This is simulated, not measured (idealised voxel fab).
Presented below is a process module, voxel gate over fins.
The width of the displayed cross-section, cut, is 165 nm; its cells are square, with a size of 5 nm.
Cross-section format: a grid of square cells, given as bands from top to bottom; each band is one or more rows of cells.
Look at the band entry: it leads with the top's height and the bottom's height in nm. Then it lists the materials left to right, with a width in nm for each. The word "everywhere" on a single material says that material fills the band edge to edge. The word "air" is empty space.
Counting heights begins at 0, where everything beneath is, in the wafer as received, one material. The lowest band has no bottom; it goes on downwards, as "0..down" shows.
You'd read "30->40" like this: the band's top row of cells is as wide as the first number, its bottom row is as wide as the second, and going down, every row changes width by the same amount as the row before did.
"no alterations made" (step): cross-section cells unchanged, all of them.
For the entry "Trapped voids", the listed items are empty spaces with no open way to the top whose size is 8 cells or more; each item follows the pattern width x height at distance, where distance is from the left edge and all three are in nm.
That trailing text on a step's line, after the settings, is the simulator's own remark on the step.
For masked steps, "overlay nm" on the step line gives how far right of plan the mask actually lay; a minus sign means it lay to the left.
Listed below are the process steps as planned
1,RECEIVE,material Si
2,CONFORMAL_DEP,material SiN,thk nm 5
3,MASKED_ETCH,tone cover,mask id FINS,width nm 15,pitch nm 45,etch materials SiN,depth nm 5,overlay nm 0
4,MASKED_ETCH,tone cover,mask id FINS,width nm 15,pitch nm 45,etch materials Si,depth nm 30,overlay nm 0
5,OXIDIZE,depth nm 5
6,FILL_DEP,material SiO2,thk nm 10
7,CMP,height nm 5
8,SELECTIVE_ETCH,etch materials SiO2,depth nm 20
9,STRIP,etch materials SiN
10,CONFORMAL_DEP,material HfO2,thk nm 5
11,CONFORMAL_DEP,material TiN,thk nm 5
12,FILL_DEP,material W,thk nm 15
13,CMP,height nm 20
14,CONFORMAL_DEP,material SiN,thk nm 10
First wafer, two in total, run as planned
Delivered wafer in cross-section: state after step 1
    0..down: Si everywhere
    Trapped voids: none
Step 2 complete: cross-section through the wafer
    5..0: SiN everywhere
    For the remainder of the cross-section, below 0, there is no change.
Step 3 complete: cross-section through the wafer
    5..0: 30 air | 15 SiN | 30 air | 15 SiN | 30 air | 15 SiN | 30 air
    For the remainder of the cross-section, below 0, there is no change.
Step 4 complete: cross-section through the wafer
    5..0: 30 air | 15 SiN | 30 air | 15 SiN | 30 air | 15 SiN | 30 air
    0..-30: 30 air | 15 Si | 30 air | 15 Si | 30 air | 15 Si | 30 air
    For the remainder of the cross-section, below -30, there is no change.
Step 5 complete: cross-section through the wafer
    5..0: 30 air | 15 SiN | 30 air | 15 SiN | 30 air | 15 SiN | 30 air
    0..-30: 30 air | 5 SiO2 | 5 Si | 5 SiO2 | 30 air | 5 SiO2 | 5 Si | 5 SiO2 | 30 air | 5 SiO2 | 5 Si | 5 SiO2 | 30 air
    -30..-35: 35 SiO2 | 5 Si | 40 SiO2 | 5 Si | 40 SiO2 | 5 Si | 35 SiO2
    For the remainder of the cross-section, below -35, there is no change.
Step 6 complete: cross-section through the wafer
    15..5: SiO2 everywhere
    5..0: 30 SiO2 | 15 SiN | 30 SiO2 | 15 SiN | 30 SiO2 | 15 SiN | 30 SiO2
    0..-35: 35 SiO2 | 5 Si | 40 SiO2 | 5 Si | 40 SiO2 | 5 Si | 35 SiO2
    For the remainder of the cross-section, below -35, there is no change.
Step 7 complete: cross-section through the wafer
    5..0: 30 SiO2 | 15 SiN | 30 SiO2 | 15 SiN | 30 SiO2 | 15 SiN | 30 SiO2
    For the remainder of the cross-section, below 0, there is no change.
Step 8 complete: cross-section through the wafer
    5..0: 30 air | 15 SiN | 30 air | 15 SiN | 30 air | 15 SiN | 30 air
    0..-15: 35 air | 5 Si | 40 air | 5 Si | 40 air | 5 Si | 35 air
    For the remainder of the cross-section, below -15, there is no change.
Step 9 complete: cross-section through the wafer
    0..-15: 35 air | 5 Si | 40 air | 5 Si | 40 air | 5 Si | 35 air
    For the remainder of the cross-section, below -15, there is no change.
Step 10 complete: cross-section through the wafer
    5..0: 30 air | 15 HfO2 | 30 air | 15 HfO2 | 30 air | 15 HfO2 | 30 air
    0..-10: 30 air | 5 HfO2 | 5 Si | 5 HfO2 | 30 air | 5 HfO2 | 5 Si | 5 HfO2 | 30 air | 5 HfO2 | 5 Si | 5 HfO2 | 30 air
    -10..-15: 35 HfO2 | 5 Si | 40 HfO2 | 5 Si | 40 HfO2 | 5 Si | 35 HfO2
    For the remainder of the cross-section, below -15, there is no change.
Step 11 complete: cross-section through the wafer
    10..5: 25 air | 25 TiN | 20 air | 25 TiN | 20 air | 25 TiN | 25 air
    5..0: 25 air | 5 TiN | 15 HfO2 | 5 TiN | 20 air | 5 TiN | 15 HfO2 | 5 TiN | 20 air | 5 TiN | 15 HfO2 | 5 TiN | 25 air
    0..-5: 25 air | 5 TiN | 5 HfO2 | 5 Si | 5 HfO2 | 5 TiN | 20 air | 5 TiN | 5 HfO2 | 5 Si | 5 HfO2 | 5 TiN | 20 air | 5 TiN | 5 HfO2 | 5 Si | 5 HfO2 | 5 TiN | 25 air
    -5..-10: 30 TiN | 5 HfO2 | 5 Si | 5 HfO2 | 30 TiN | 5 HfO2 | 5 Si | 5 HfO2 | 30 TiN | 5 HfO2 | 5 Si | 5 HfO2 | 30 TiN
    For the remainder of the cross-section, below -10, there is no change.
Step 12 complete: cross-section through the wafer
    25..10: W everywhere
    10..5: 25 W | 25 TiN | 20 W | 25 TiN | 20 W | 25 TiN | 25 W
    5..0: 25 W | 5 TiN | 15 HfO2 | 5 TiN | 20 W | 5 TiN | 15 HfO2 | 5 TiN | 20 W | 5 TiN | 15 HfO2 | 5 TiN | 25 W
    0..-5: 25 W | 5 TiN | 5 HfO2 | 5 Si | 5 HfO2 | 5 TiN | 20 W | 5 TiN | 5 HfO2 | 5 Si | 5 HfO2 | 5 TiN | 20 W | 5 TiN | 5 HfO2 | 5 Si | 5 HfO2 | 5 TiN | 25 W
    For the remainder of the cross-section, below -5, there is no change.
Step 13 complete: cross-section through the wafer
    20..10: W everywhere
    For the remainder of the cross-section, below 10, there is no change.
Step 14 complete: cross-section through the wafer
    30..20: SiN everywhere
    For the remainder of the cross-section, below 20, there is no change.
For the second wafer, take the first wafer's start and plan, then add one mistake made in running it; everything through step 3, that step included, is shared with the first
At the planned end of step 4, the second wafer in cross-section
    5..0: 30 air | 15 SiN | 30 air | 15 SiN | 30 air | 15 SiN | 30 air
    0..-35: 30 air | 15 Si | 30 air | 15 Si | 30 air | 15 Si | 30 air
    For the remainder of the cross-section, below -35, there is no change.
At the planned end of step 5, the second wafer in cross-section
    5..0: 30 air | 15 SiN | 30 air | 15 SiN | 30 air | 15 SiN | 30 air
    0..-35: 30 air | 5 SiO2 | 5 Si | 5 SiO2 | 30 air | 5 SiO2 | 5 Si | 5 SiO2 | 30 air | 5 SiO2 | 5 Si | 5 SiO2 | 30 air
    -35..-40: 35 SiO2 | 5 Si | 40 SiO2 | 5 Si | 40 SiO2 | 5 Si | 35 SiO2
    For the remainder of the cross-section, below -40, there is no change.
At the planned end of step 6, the second wafer in cross-section
    15..5: SiO2 everywhere
    5..0: 30 SiO2 | 15 SiN | 30 SiO2 | 15 SiN | 30 SiO2 | 15 SiN | 30 SiO2
    0..-40: 35 SiO2 | 5 Si | 40 SiO2 | 5 Si | 40 SiO2 | 5 Si | 35 SiO2
    For the remainder of the cross-section, below -40, there is no change.
At the planned end of step 7, the second wafer in cross-section
    5..0: 30 SiO2 | 15 SiN | 30 SiO2 | 15 SiN | 30 SiO2 | 15 SiN | 30 SiO2
    For the remainder of the cross-section, below 0, there is no change.
At the planned end of step 8, the second wafer in cross-section
    5..0: 30 air | 15 SiN | 30 air | 15 SiN | 30 air | 15 SiN | 30 air
    0..-15: 35 air | 5 Si | 40 air | 5 Si | 40 air | 5 Si | 35 air
    For the remainder of the cross-section, below -15, there is no change.
At the planned end of step 9, the second wafer in cross-section
    0..-15: 35 air | 5 Si | 40 air | 5 Si | 40 air | 5 Si | 35 air
    For the remainder of the cross-section, below -15, there is no change.
At the planned end of step 10, the second wafer in cross-section
    5..0: 30 air | 15 HfO2 | 30 air | 15 HfO2 | 30 air | 15 HfO2 | 30 air
    0..-10: 30 air | 5 HfO2 | 5 Si | 5 HfO2 | 30 air | 5 HfO2 | 5 Si | 5 HfO2 | 30 air | 5 HfO2 | 5 Si | 5 HfO2 | 30 air
    -10..-15: 35 HfO2 | 5 Si | 40 HfO2 | 5 Si | 40 HfO2 | 5 Si | 35 HfO2
    For the remainder of the cross-section, below -15, there is no change.
At the planned end of step 11, the second wafer in cross-section
    10..5: 25 air | 25 TiN | 20 air | 25 TiN | 20 air | 25 TiN | 25 air
    5..0: 25 air | 5 TiN | 15 HfO2 | 5 TiN | 20 air | 5 TiN | 15 HfO2 | 5 TiN | 20 air | 5 TiN | 15 HfO2 | 5 TiN | 25 air
    0..-5: 25 air | 5 TiN | 5 HfO2 | 5 Si | 5 HfO2 | 5 TiN | 20 air | 5 TiN | 5 HfO2 | 5 Si | 5 HfO2 | 5 TiN | 20 air | 5 TiN | 5 HfO2 | 5 Si | 5 HfO2 | 5 TiN | 25 air
    -5..-10: 30 TiN | 5 HfO2 | 5 Si | 5 HfO2 | 30 TiN | 5 HfO2 | 5 Si | 5 HfO2 | 30 TiN | 5 HfO2 | 5 Si | 5 HfO2 | 30 TiN
    For the remainder of the cross-section, below -10, there is no change.
At the planned end of step 12, the second wafer in cross-section
    25..10: W everywhere
    10..5: 25 W | 25 TiN | 20 W | 25 TiN | 20 W | 25 TiN | 25 W
    5..0: 25 W | 5 TiN | 15 HfO2 | 5 TiN | 20 W | 5 TiN | 15 HfO2 | 5 TiN | 20 W | 5 TiN | 15 HfO2 | 5 TiN | 25 W
    0..-5: 25 W | 5 TiN | 5 HfO2 | 5 Si | 5 HfO2 | 5 TiN | 20 W | 5 TiN | 5 HfO2 | 5 Si | 5 HfO2 | 5 TiN | 20 W | 5 TiN | 5 HfO2 | 5 Si | 5 HfO2 | 5 TiN | 25 W
    For the remainder of the cross-section, below -5, there is no change.
At the planned end of step 13, the second wafer in cross-section
    20..10: W everywhere
    For the remainder of the cross-section, below 10, there is no change.
At the planned end of step 14, the second wafer in cross-section
    30..20: SiN everywhere
    For the remainder of the cross-section, below 20, there is no change.
What went wrong in running the wafer? rather than as planned, step 4 actually ran as MASKED_ETCH,tone cover,mask id FINS,width nm 15,pitch nm 45,etch materials Si,depth nm 35,overlay nm 0
Final tally in cells, some materials are higher or lower on the second wafer than on the first: 30 fewer of Si; 30 more of SiO2
